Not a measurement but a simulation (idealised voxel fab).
The document below concerns the process module designated voxel wiring stack.
The figure presents cross-section cut, which has a width of 245 nm and is divided into square cells with an edge length of 5 nm.
Format of a cross-section: grid, square cells. Given as bands. Order: top down. Band: one or more rows of cells. Each band's line starts with the height of the band's top and of its bottom, in nm. Then come its materials from left to right, each with its width in nm. One material with "edge to edge" fills the band from edge to edge. "air" is empty space. Counting heights begins at 0, where everything beneath is, in the wafer as received, one material. The lowest band has no bottom; it goes on downwards, as "z 0 and below" shows. You'd read "30..40" like this: the band's top row of cells is as wide as the first number, its bottom row is as wide as the second, and going down, every row changes width by the same amount as the row before did. "no alteration" for a step: no cell of the cross-section changed in that step. Voids, fully enclosed: empty space of 8 cells or more with no open way to the top, each as width x height at its distance from the left edge, in nm. Text after the settings on a step's line: the simulator's own remark on that step. A step line may carry the setting "overlay nm", which, for steps involving a mask, states the distance by which the mask lay to the right of its intended position; negative values denote displacement to the left.
This section lists the process steps that were planned
1: op RECEIVE | material Si
2: op CONFORMAL_DEP | material SiO2 | thk nm 10
3: op DIRECTIONAL_DEP | material TiN | thk nm 5
4: op DIRECTIONAL_DEP | material Ru | thk nm 20
5: op PATTERN | tone cover | mask id METAL_1 | material resist | width nm 20 | pitch nm 35 | thk nm 15 | overlay nm 0
6: op DIRECTIONAL_ETCH | etch materials Ru | depth nm 20
7: op DIRECTIONAL_ETCH | etch materials TiN | depth nm 5
8: op STRIP | etch materials resist
9: op CONFORMAL_DEP | material SiN | thk nm 5
10: op FILL_DEP | material SiO2 | thk nm 5
11: op CMP | height nm 35
12: op CONFORMAL_DEP | material SiCN | thk nm 5
13: op DIRECTIONAL_DEP | material SiO2 | thk nm 20
14: op DIRECTIONAL_DEP | material aC | thk nm 15
15: op PATTERN | tone open | mask id PLUG_1 | material resist | width nm 15 | pitch nm 70 | thk nm 30 | overlay nm 0
16: op DIRECTIONAL_ETCH | etch materials aC | depth nm 15
17: op STRIP | etch materials resist
18: op DIRECTIONAL_ETCH | etch materials SiO2 | depth nm 20
19: op DIRECTIONAL_ETCH | etch materials SiCN | depth nm 5
20: op STRIP | etch materials aC
21: op EPI | material Ru | thk nm 10
22: op EPI | material Ru | thk nm 10
23: op EPI | material Ru | thk nm 5
24: op DIRECTIONAL_DEP | material TiN | thk nm 5
25: op DIRECTIONAL_DEP | material Ru | thk nm 20
26: op MASKED_ETCH | tone cover | mask id METAL_2 | width nm 20 | pitch nm 35 | etch materials Ru | depth nm 20 | overlay nm 0
27: op MASKED_ETCH | tone cover | mask id METAL_2 | width nm 20 | pitch nm 35 | etch materials TiN | depth nm 5 | overlay nm 0
28: op FILL_DEP | material SiO2 | thk nm 10
29: op CMP | height nm 85
30: op CONFORMAL_DEP | material SiCN | thk nm 5
31: op DIRECTIONAL_DEP | material SiO2 | thk nm 15
32: op MASKED_ETCH | tone open | mask id PLUG_2 | width nm 15 | pitch nm 35 | etch materials SiO2 | depth nm 15 | overlay nm 0
33: op MASKED_ETCH | tone open | mask id PLUG_2 | width nm 15 | pitch nm 35 | etch materials SiCN | depth nm 5 | overlay nm 0
34: op CONFORMAL_DEP | material TiN | thk nm 5
35: op FILL_DEP | material W | thk nm 5
36: op CMP | height nm 105
37: op DIRECTIONAL_DEP | material TiN | thk nm 5
38: op DIRECTIONAL_DEP | material W | thk nm 25
39: op PATTERN | tone cover | mask id METAL_3 | material resist | width nm 20 | pitch nm 35 | thk nm 20 | overlay nm 0
40: op DIRECTIONAL_ETCH | etch materials W | depth nm 25
41: op DIRECTIONAL_ETCH | etch materials TiN | depth nm 5
42: op STRIP | etch materials resist
43: op FILL_DEP | material SiO2 | thk nm 5
44: op CMP | height nm 135
45: op CONFORMAL_DEP | material SiN | thk nm 5
The wafers are alike at the start. At step 15, their width nm differs. The plan lists the first wafer's value.
Cross-section of the first of several received wafers, showing its state after step 1
	z 0 and below = Si edge to edge
	Voids, fully enclosed: none
At the end of the module, after its last step, step 45, the first of several wafers appears in cross-section as follows
	z 140 to 135 = SiN edge to edge
	z 135 to 110 = SiO2: 60, W: 20, SiO2: 15, W: 20, SiO2: 15, W: 20, SiO2: 15, W: 20, SiO2: 60
	z 110 to 105 = SiO2: 60, TiN: 20, SiO2: 15, TiN: 20, SiO2: 15, TiN: 20, SiO2: 15, TiN: 20, SiO2: 60
	z 105 to 90 = SiO2: 60, TiN: 5, W: 5, TiN: 5, SiO2: 20, TiN: 5, W: 5, TiN: 5, SiO2: 20, TiN: 5, W: 5, TiN: 5, SiO2: 20, TiN: 5, W: 5, TiN: 5, SiO2: 65
	z 90 to 85 = SiCN: 60, TiN: 15, SiCN: 20, TiN: 15, SiCN: 20, TiN: 15, SiCN: 20, TiN: 15, SiCN: 65
	z 85 to 65 = SiO2: 60, Ru: 20, SiO2: 15, Ru: 20, SiO2: 15, Ru: 20, SiO2: 15, Ru: 20, SiO2: 60
	z 65 to 60 = SiO2: 60, TiN: 20, SiO2: 15, TiN: 20, SiO2: 15, TiN: 20, SiO2: 15, TiN: 20, SiO2: 60
	z 60 to 40 = SiO2: 60, Ru: 15, SiO2: 55, Ru: 15, SiO2: 100
	z 40 to 35 = SiCN: 60, Ru: 15, SiCN: 55, Ru: 15, SiCN: 100
	z 35 to 15 = SiO2: 55, SiN: 5, Ru: 20, SiN: 5, SiO2: 5, SiN: 5, Ru: 20, SiN: 5, SiO2: 5, SiN: 5, Ru: 20, SiN: 5, SiO2: 5, SiN: 5, Ru: 20, SiN: 5, SiO2: 55
	z 15 to 10 = SiN: 60, TiN: 20, SiN: 15, TiN: 20, SiN: 15, TiN: 20, SiN: 15, TiN: 20, SiN: 60
	z 10 to 0 = SiO2 edge to edge
	z 0 and below = Si edge to edge
	Voids, fully enclosed: none
A cross-section through the last wafer at the close of the module
	z 140 to 135 = SiN edge to edge
	z 135 to 110 = SiO2: 60, W: 20, SiO2: 15, W: 20, SiO2: 15, W: 20, SiO2: 15, W: 20, SiO2: 60
	z 110 to 105 = SiO2: 60, TiN: 20, SiO2: 15, TiN: 20, SiO2: 15, TiN: 20, SiO2: 15, TiN: 20, SiO2: 60
	z 105 to 90 = SiO2: 60, TiN: 5, W: 5, TiN: 5, SiO2: 20, TiN: 5, W: 5, TiN: 5, SiO2: 20, TiN: 5, W: 5, TiN: 5, SiO2: 20, TiN: 5, W: 5, TiN: 5, SiO2: 65
	z 90 to 85 = SiCN: 60, TiN: 15, SiCN: 20, TiN: 15, SiCN: 20, TiN: 15, SiCN: 20, TiN: 15, SiCN: 65
	z 85 to 65 = SiO2: 60, Ru: 20, SiO2: 15, Ru: 20, SiO2: 15, Ru: 20, SiO2: 15, Ru: 20, SiO2: 60
	z 65 to 60 = SiO2: 60, TiN: 20, SiO2: 15, TiN: 20, SiO2: 15, TiN: 20, SiO2: 15, TiN: 20, SiO2: 60
	z 60 to 40 = SiO2: 55, Ru: 30, SiO2: 40, Ru: 30, SiO2: 90
	z 40 to 35 = SiCN: 55, Ru: 30, SiCN: 40, Ru: 30, SiCN: 90
	z 35 to 15 = SiO2: 55, SiN: 5, Ru: 20, SiN: 5, SiO2: 5, SiN: 5, Ru: 20, SiN: 5, SiO2: 5, SiN: 5, Ru: 20, SiN: 5, SiO2: 5, SiN: 5, Ru: 20, SiN: 5, SiO2: 55
	z 15 to 10 = SiN: 60, TiN: 20, SiN: 15, TiN: 20, SiN: 15, TiN: 20, SiN: 15, TiN: 20, SiN: 60
	z 10 to 0 = SiO2 edge to edge
	z 0 and below = Si edge to edge
	Voids, fully enclosed: none
Per wafer, end of module: cells gained (+) or lost (-) per material since receipt, then closed voids
width nm 15, +158 Ru, +80 SiCN, +114 SiN, +844 SiO2, +84 TiN, +92 W, Voids, fully enclosed: none
width nm 20, +168 Ru, +78 SiCN, +114 SiN, +836 SiO2, +84 TiN, +92 W, Voids, fully enclosed: none
width nm 25, +178 Ru, +76 SiCN, +114 SiN, +828 SiO2, +84 TiN, +92 W, Voids, fully enclosed: none
width nm 30, +188 Ru, +74 SiCN, +114 SiN, +820 SiO2, +84 TiN, +92 W, Voids, fully enclosed: none
